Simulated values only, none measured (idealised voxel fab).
Module name: voxel released beams (process module)
200 nm wide, 5 nm square cells: that's cross-section cut.
Cross-section spec: square-cell grid; bands listed top down; each band is one or more rows. This entry defines a band. It first specifies the height of the band's top and the height of its bottom in nm, and then specifies the band's materials from left to right, stating each material with its width in nm. The word "all across" identifies a single material that fills the band from edge to edge, while the word "empty" identifies empty space. Heights from 0 (as-received wafer is one material below). Bottom band endless downward, as "top 0, no bottom". Quick explanation for "30 to 40": the width changes in equal steps down the rows of cells, from the first number in the band's top row to the second number in its bottom row. "left unchanged", as given for a step, is the statement that not any cell of the cross-section underwent a change during that step. What "Sealed void inventory" gives you is every empty space of 8 cells or more that is cut off from the top. Each appears as width x height at distance, with the distance taken from the left edge and width, height and distance all in nm. Where a step's line continues beyond its settings, the continuation is a remark by the simulator itself on that step. "overlay nm", when on a step's line for a step with a mask, measures how far to the right of its planned place the mask lay; a negative measure means to the left.
# Planned process steps
1: RECEIVE [material Si]
2: CONFORMAL_DEP [material Al2O3] [thk nm 10]
3: DIRECTIONAL_DEP [material SiO2] [thk nm 20]
4: PATTERN [tone open] [mask id ANCHOR] [material resist] [width nm 25] [thk nm 20] [overlay nm 0]
5: DIRECTIONAL_ETCH [etch materials SiO2] [depth nm 20]
6: STRIP [etch materials resist]
7: CONFORMAL_DEP [material W] [thk nm 10]
8: MASKED_ETCH [tone cover] [mask id BEAM] [width nm 90] [etch materials W] [depth nm 10] [overlay nm 0]
9: STRIP [etch materials SiO2]
# Concerning the first of two wafers, which was run in accordance with the plan
# As received (post step 1): cross-section
  top 0, no bottom  Si all across
  Sealed void inventory: none
# Wafer section view after processing step 2
  top 10, bottom 0  Al2O3 all across
  Note: structure below 0 unchanged.
# Wafer section view after processing step 3
  top 30, bottom 10  SiO2 all across
  Note: structure below 10 unchanged.
# Wafer section view after processing step 4
  top 50, bottom 30  resist 55 nm  empty 25 nm  resist 120 nm
  Note: structure below 30 unchanged.
# Wafer section view after processing step 5
  top 50, bottom 30  resist 55 nm  empty 25 nm  resist 120 nm
  top 30, bottom 10  SiO2 55 nm  empty 25 nm  SiO2 120 nm
  Note: structure below 10 unchanged.
# Wafer section view after processing step 6
  top 30, bottom 10  SiO2 55 nm  empty 25 nm  SiO2 120 nm
  Note: structure below 10 unchanged.
# Wafer section view after processing step 7
  top 40, bottom 30  W 65 nm  empty 5 nm  W 130 nm
  top 30, bottom 20  SiO2 55 nm  W 10 nm  empty 5 nm  W 10 nm  SiO2 120 nm
  top 20, bottom 10  SiO2 55 nm  W 25 nm  SiO2 120 nm
  Note: structure below 10 unchanged.
# Wafer section view after processing step 8
  top 40, bottom 30  empty 50 nm  W 15 nm  empty 5 nm  W 70 nm  empty 60 nm
  Note: structure below 30 unchanged.
# Wafer section view after processing step 9
  top 40, bottom 30  empty 50 nm  W 15 nm  empty 5 nm  W 70 nm  empty 60 nm
  top 30, bottom 20  empty 55 nm  W 10 nm  empty 5 nm  W 10 nm  empty 120 nm
  top 20, bottom 10  empty 55 nm  W 25 nm  empty 120 nm
  Note: structure below 10 unchanged.
# Wafer two: like wafer one in start and plan, but with one mistake in execution; identical up to and including step 3
# Cross-section: second wafer, time at which step 4 was scheduled to end
  top 50, bottom 30  resist 60 nm  empty 25 nm  resist 115 nm
  Note: structure below 30 unchanged.
# Cross-section: second wafer, time at which step 5 was scheduled to end
  top 50, bottom 30  resist 60 nm  empty 25 nm  resist 115 nm
  top 30, bottom 10  SiO2 60 nm  empty 25 nm  SiO2 115 nm
  Note: structure below 10 unchanged.
# Cross-section: second wafer, time at which step 6 was scheduled to end
  top 30, bottom 10  SiO2 60 nm  empty 25 nm  SiO2 115 nm
  Note: structure below 10 unchanged.
# Cross-section: second wafer, time at which step 7 was scheduled to end
  top 40, bottom 30  W 70 nm  empty 5 nm  W 125 nm
  top 30, bottom 20  SiO2 60 nm  W 10 nm  empty 5 nm  W 10 nm  SiO2 115 nm
  top 20, bottom 10  SiO2 60 nm  W 25 nm  SiO2 115 nm
  Note: structure below 10 unchanged.
# Cross-section: second wafer, time at which step 8 was scheduled to end
  top 40, bottom 30  empty 50 nm  W 20 nm  empty 5 nm  W 65 nm  empty 60 nm
  Note: structure below 30 unchanged.
# Cross-section: second wafer, time at which step 9 was scheduled to end
  top 40, bottom 30  empty 50 nm  W 20 nm  empty 5 nm  W 65 nm  empty 60 nm
  top 30, bottom 20  empty 60 nm  W 10 nm  empty 5 nm  W 10 nm  empty 115 nm
  top 20, bottom 10  empty 60 nm  W 25 nm  empty 115 nm
  Note: structure below 10 unchanged.
What went wrong in running the wafer? so step 4 ended up running with a different setting than we planned, it ran as PATTERN [tone open] [mask id ANCHOR] [material resist] [width nm 25] [thk nm 20] [overlay nm 5]
Tallied in cells, the final second wafer holds each material in the same quantity as the first, although not at the same places.
